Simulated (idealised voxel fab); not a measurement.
The following is a process module called voxel wiring stack.
270 nm wide, 5 nm square cells: that's cross-section cut.
Cross-section spec: square-cell grid; bands listed top down; each band is one or more rows.
Read a band's entry like this: the first values are the height of its top and the height of its bottom in nm, and what follows is the sequence of materials from left to right, each with its width in nm. Note that "blank" is empty space, and that a single material marked "edge to edge" reaches across the band from edge to edge.
We count height from 0. Below that, the starting wafer is all one material. The lowest band never ends at the bottom but goes on down; see "z 0 and below" for how that is written.
Think of "30..40" as a width that walks from the first number to the second as you go down the band, top row to bottom row, taking equal-sized steps from row to row.
No cell of the cross-section changed in a step that is given as "nothing got changed".
Empty spaces without an open route to the top, at least 8 cells in extent, make up the entry "Enclosed void listing"; each is given as width x height at distance, where the distance is measured from the left edge, and all are in nm.
after a step's settings: what the simulator itself notes on the step
overlay nm: mask offset rightward from planned place, masked step; negative means leftward offset.

BELOW IS THE LIST OF PLANNED PROCESS STEPS
1,RECEIVE,material Si
2,CONFORMAL_DEP,material SiO2,thk nm 15
3,CONFORMAL_DEP,material SiN,thk nm 5
4,DIRECTIONAL_DEP,material lowk,thk nm 15
5,PATTERN,tone open,mask id METAL_1,material resist,width nm 30,pitch nm 60,thk nm 20,overlay nm 0
6,DIRECTIONAL_ETCH,etch materials lowk,depth nm 15
7,DIRECTIONAL_ETCH,etch materials SiN,depth nm 5
8,STRIP,etch materials resist
9,CONFORMAL_DEP,material TiN,thk nm 5
10,FILL_DEP,material Cu,thk nm 5
11,CMP,height nm 35
12,CONFORMAL_DEP,material SiCN,thk nm 5
13,DIRECTIONAL_DEP,material lowk,thk nm 30
14,DIRECTIONAL_DEP,material aC,thk nm 10
15,PATTERN,tone open,mask id METAL_2,material resist,width nm 30,pitch nm 60,thk nm 25,overlay nm 0
16,DIRECTIONAL_ETCH,etch materials aC,depth nm 10
17,STRIP,etch materials resist
18,DIRECTIONAL_ETCH,etch materials lowk,depth nm 20
19,STRIP,etch materials aC
20,MASKED_ETCH,tone open,mask id METAL_2_HOLES,width nm 15,pitch nm 60,etch materials lowk,depth nm 10,overlay nm 0
21,MASKED_ETCH,tone open,mask id METAL_2_HOLES,width nm 15,pitch nm 60,etch materials SiCN,depth nm 5,overlay nm 0
22,CONFORMAL_DEP,material TiN,thk nm 5
23,FILL_DEP,material Cu,thk nm 5
24,CMP,height nm 70
25,CONFORMAL_DEP,material SiCN,thk nm 5
26,DIRECTIONAL_DEP,material lowk,thk nm 30
27,DIRECTIONAL_DEP,material aC,thk nm 10
28,PATTERN,tone open,mask id METAL_3_HOLES,material resist,width nm 15,pitch nm 120,thk nm 25,overlay nm 0
29,DIRECTIONAL_ETCH,etch materials aC,depth nm 10
30,STRIP,etch materials resist
31,DIRECTIONAL_ETCH,etch materials lowk,depth nm 30
32,STRIP,etch materials aC
33,DIRECTIONAL_DEP,material aC,thk nm 10
34,PATTERN,tone open,mask id METAL_3,material resist,width nm 30,pitch nm 60,thk nm 25,overlay nm 0
35,DIRECTIONAL_ETCH,etch materials aC,depth nm 10
36,STRIP,etch materials resist
37,DIRECTIONAL_ETCH,etch materials lowk,depth nm 15
38,DIRECTIONAL_ETCH,etch materials SiCN,depth nm 5
39,STRIP,etch materials aC
40,CONFORMAL_DEP,material TiN,thk nm 5
41,FILL_DEP,material Cu,thk nm 5
42,CMP,height nm 105
43,CONFORMAL_DEP,material SiCN,thk nm 5

INCOMING WAFER, CROSS-SECTIONAL VIEW, POST STEP 1
- z 0 and below: Si edge to edge
- Enclosed void listing: none

FINAL WAFER PROFILE IN CROSS-SECTION AFTER THE MODULE, FROM THE SAME START AND PLAN AS ABOVE, WITH ONE MISTAKE MADE DURING PROCESSING
- z 110 to 105: SiCN edge to edge
- z 105 to 95: lowk 25 / TiN 5 / Cu 20 / TiN 5 / lowk 30 / TiN 5 / Cu 20 / TiN 5 / lowk 30 / TiN 5 / Cu 20 / TiN 5 / lowk 30 / TiN 5 / Cu 20 / TiN 5 / lowk 35
- z 95 to 90: lowk 25 / TiN 10 / Cu 5 / TiN 15 / lowk 30 / TiN 30 / lowk 30 / TiN 10 / Cu 5 / TiN 15 / lowk 30 / TiN 30 / lowk 35
- z 90 to 75: lowk 30 / TiN 5 / Cu 5 / TiN 5 / lowk 105 / TiN 5 / Cu 5 / TiN 5 / lowk 105
- z 75 to 70: SiCN 30 / TiN 15 / SiCN 105 / TiN 15 / SiCN 105
- z 70 to 55: lowk 30 / TiN 5 / Cu 20 / TiN 5 / lowk 30 / TiN 5 / Cu 20 / TiN 5 / lowk 30 / TiN 5 / Cu 20 / TiN 5 / lowk 30 / TiN 5 / Cu 20 / TiN 5 / lowk 30
- z 55 to 50: lowk 30 / TiN 5 / Cu 5 / TiN 20 / lowk 30 / TiN 5 / Cu 5 / TiN 20 / lowk 30 / TiN 5 / Cu 5 / TiN 20 / lowk 30 / TiN 5 / Cu 5 / TiN 20 / lowk 30
- z 50 to 40: lowk 30 / TiN 5 / Cu 5 / TiN 5 / lowk 45 / TiN 5 / Cu 5 / TiN 5 / lowk 45 / TiN 5 / Cu 5 / TiN 5 / lowk 45 / TiN 5 / Cu 5 / TiN 5 / lowk 45
- z 40 to 35: SiCN 30 / TiN 15 / SiCN 45 / TiN 15 / SiCN 45 / TiN 15 / SiCN 45 / TiN 15 / SiCN 45
- z 35 to 20: lowk 30 / TiN 5 / Cu 20 / TiN 5 / lowk 30 / TiN 5 / Cu 20 / TiN 5 / lowk 30 / TiN 5 / Cu 20 / TiN 5 / lowk 30 / TiN 5 / Cu 20 / TiN 5 / lowk 30
- z 20 to 15: SiN 30 / TiN 30 / SiN 30 / TiN 30 / SiN 30 / TiN 30 / SiN 30 / TiN 30 / SiN 30
- z 15 to 0: SiO2 edge to edge
- z 0 and below: Si edge to edge
- Enclosed void listing: none
Finding, execution versus plan: rather than as planned, step 34 actually ran as PATTERN,tone open,mask id METAL_3,material resist,width nm 30,pitch nm 60,thk nm 25,overlay nm -5
